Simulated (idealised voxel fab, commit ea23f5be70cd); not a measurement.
Herein follows the process module entitled voxel transistor to metal.
Cross-section cut spans 200 nm and uses square cells 5 nm in size.
Cross-sections here: square-cell grids, written as top-down lists of bands, a band being one or more rows of cells. The entry gives the band's vertical extent as a top height and a bottom height in nm, then its horizontal make-up as materials from left to right, each with a width in nm. "blank" stands for empty space; a single material marked "everywhere" fills the band edge to edge. Counting heights begins at 0, where everything beneath is, in the wafer as received, one material. The lowest band has no bottom; it goes on downwards, as "0 and below" shows. The expression "30 to 40" gives the width at the extremes of the band, the first number at its top row of cells and the second at its bottom row, with the width changing by equal amounts from each row to the next in between. "stayed the same" -> step changed no cross-section cell. "Enclosed voids" enumerates empty spaces isolated from the top, with no open way to it, that contain at least 8 cells, giving each as width x height at distance from the left edge, all three in nm. That trailing text on a step's line, after the settings, is the simulator's own remark on the step. The line of a step may include "overlay nm". On a step with a mask, this value is how far to the right of its planned place the mask lay. A negative value means the mask lay to the left.
[Process steps - plan]
- 1: RECEIVE with material Si
- 2: CONFORMAL_DEP with material SiO2, thk nm 5
- 3: CONFORMAL_DEP with material SiN, thk nm 10
- 4: MASKED_ETCH with tone cover, mask id ACTIVE, width nm 115, etch materials SiN, depth nm 10, overlay nm 0
- 5: MASKED_ETCH with tone cover, mask id ACTIVE, width nm 115, etch materials SiO2, depth nm 5, overlay nm 0
- 6: MASKED_ETCH with tone cover, mask id ACTIVE, width nm 115, etch materials Si, depth nm 35, overlay nm 0
- 7: FILL_DEP with material SiO2, thk nm 10
- 8: CMP with height nm 15
- 9: SELECTIVE_ETCH with etch materials SiO2, depth nm 10
- 10: STRIP with etch materials SiN
- 11: SELECTIVE_ETCH with etch materials SiO2, depth nm 5
- 12: OXIDIZE with depth nm 5
- 13: DIRECTIONAL_DEP with material polySi, thk nm 25
- 14: DIRECTIONAL_DEP with material SiCN, thk nm 15
- 15: PATTERN with tone cover, mask id GATE, material resist, width nm 35, thk nm 20, overlay nm 0
- 16: DIRECTIONAL_ETCH with etch materials SiCN, depth nm 25
- 17: DIRECTIONAL_ETCH with etch materials polySi, depth nm 35
- 18: STRIP with etch materials resist
- 19: CONFORMAL_DEP with material SiN, thk nm 5
- 20: DIRECTIONAL_ETCH with etch materials SiN, depth nm 5
- 21: DIRECTIONAL_ETCH with etch materials SiO2, depth nm 5
- 22: EPI with material nSi, thk nm 5
- 23: FILL_DEP with material SiO2, thk nm 5
- 24: CMP with height nm 25
- 25: STRIP with etch materials polySi
- 26: SELECTIVE_ETCH with etch materials SiO2, depth nm 5
- 27: CONFORMAL_DEP with material HfO2, thk nm 5
- 28: CONFORMAL_DEP with material TiN, thk nm 5
- 29: FILL_DEP with material W, thk nm 5
- 30: CMP with height nm 20
- 31: DIRECTIONAL_DEP with material SiO2, thk nm 15
- 32: DIRECTIONAL_DEP with material aC, thk nm 10
- 33: PATTERN with tone open, mask id CONTACT, material resist, width nm 15, pitch nm 90, thk nm 25, overlay nm 0
- 34: DIRECTIONAL_ETCH with etch materials aC, depth nm 10
- 35: STRIP with etch materials resist
- 36: DIRECTIONAL_ETCH with etch materials SiO2, depth nm 35
- 37: STRIP with etch materials aC
- 38: CONFORMAL_DEP with material TiN, thk nm 5
- 39: FILL_DEP with material W, thk nm 5
- 40: CMP with height nm 35
- 41: CONFORMAL_DEP with material SiCN, thk nm 5
- 42: DIRECTIONAL_DEP with material SiO2, thk nm 25
- 43: DIRECTIONAL_DEP with material aC, thk nm 15
- 44: PATTERN with tone open, mask id METAL_1, material resist, width nm 15, pitch nm 90, thk nm 30, overlay nm 0
- 45: DIRECTIONAL_ETCH with etch materials aC, depth nm 15
- 46: STRIP with etch materials resist
- 47: DIRECTIONAL_ETCH with etch materials SiO2, depth nm 25
- 48: DIRECTIONAL_ETCH with etch materials SiCN, depth nm 5
- 49: STRIP with etch materials aC
- 50: CONFORMAL_DEP with material TiN, thk nm 5
- 51: FILL_DEP with material Cu, thk nm 5
- 52: CMP with height nm 65
- 53: CONFORMAL_DEP with material SiCN, thk nm 5
- 54: DIRECTIONAL_DEP with material SiO2, thk nm 30
- 55: PATTERN with tone open, mask id METAL_2, material resist, width nm 15, pitch nm 90, thk nm 20, overlay nm 0
- 56: DIRECTIONAL_ETCH with etch materials SiO2, depth nm 20
- 57: STRIP with etch materials resist
- 58: MASKED_ETCH with tone open, mask id METAL_2_HOLES, width nm 15, pitch nm 90, etch materials SiO2, depth nm 10, overlay nm 0
- 59: MASKED_ETCH with tone open, mask id METAL_2_HOLES, width nm 15, pitch nm 90, etch materials SiCN, depth nm 5, overlay nm 0
- 60: CONFORMAL_DEP with material TiN, thk nm 5
- 61: FILL_DEP with material Ru, thk nm 10
- 62: CMP with height nm 100
- 63: CONFORMAL_DEP with material SiCN, thk nm 5
[As-received wafer cross-section (after step 1)]
  0 and below = Si everywhere
  Enclosed voids: none
[One mistake in running the module, otherwise start and plan as above: cross-section at the end]
  105 down to 100 = SiCN everywhere
  100 down to 70 = 45 of SiO2 / 5 of TiN / 5 of Ru / 5 of TiN / 75 of SiO2 / 5 of TiN / 5 of Ru / 5 of TiN / 50 of SiO2
  70 down to 65 = 45 of SiCN / 15 of TiN / 75 of SiCN / 15 of TiN / 50 of SiCN
  65 down to 40 = 45 of SiO2 / 5 of Ru / 5 of Cu / 5 of Ru / 75 of SiO2 / 5 of Ru / 5 of Cu / 5 of Ru / 50 of SiO2
  40 down to 35 = 45 of SiCN / 15 of Ru / 75 of SiCN / 15 of Ru / 50 of SiCN
  35 down to 20 = 45 of SiO2 / 5 of TiN / 5 of W / 5 of TiN / 75 of SiO2 / 5 of TiN / 5 of W / 5 of TiN / 50 of SiO2
  20 down to 5 = 45 of SiO2 / 5 of TiN / 5 of W / 5 of TiN / 15 of SiO2 / 5 of SiN / 5 of HfO2 / 5 of TiN / 15 of W / 5 of TiN / 5 of HfO2 / 5 of SiN / 15 of SiO2 / 5 of TiN / 5 of W / 5 of TiN / 50 of SiO2
  5 down to 0 = 45 of SiO2 / 15 of TiN / 15 of SiO2 / 5 of SiN / 5 of HfO2 / 25 of TiN / 5 of HfO2 / 5 of SiN / 15 of SiO2 / 15 of TiN / 50 of SiO2
  0 down to -5 = 35 of SiO2 / 40 of nSi / 45 of HfO2 / 40 of nSi / 40 of SiO2
  -5 down to -35 = 40 of SiO2 / 115 of Si / 45 of SiO2
  -35 and below = Si everywhere
  Enclosed voids: none
Deviation noted in wafer processing: contrary to plan, step 50 was performed as CONFORMAL_DEP with material Ru, thk nm 5
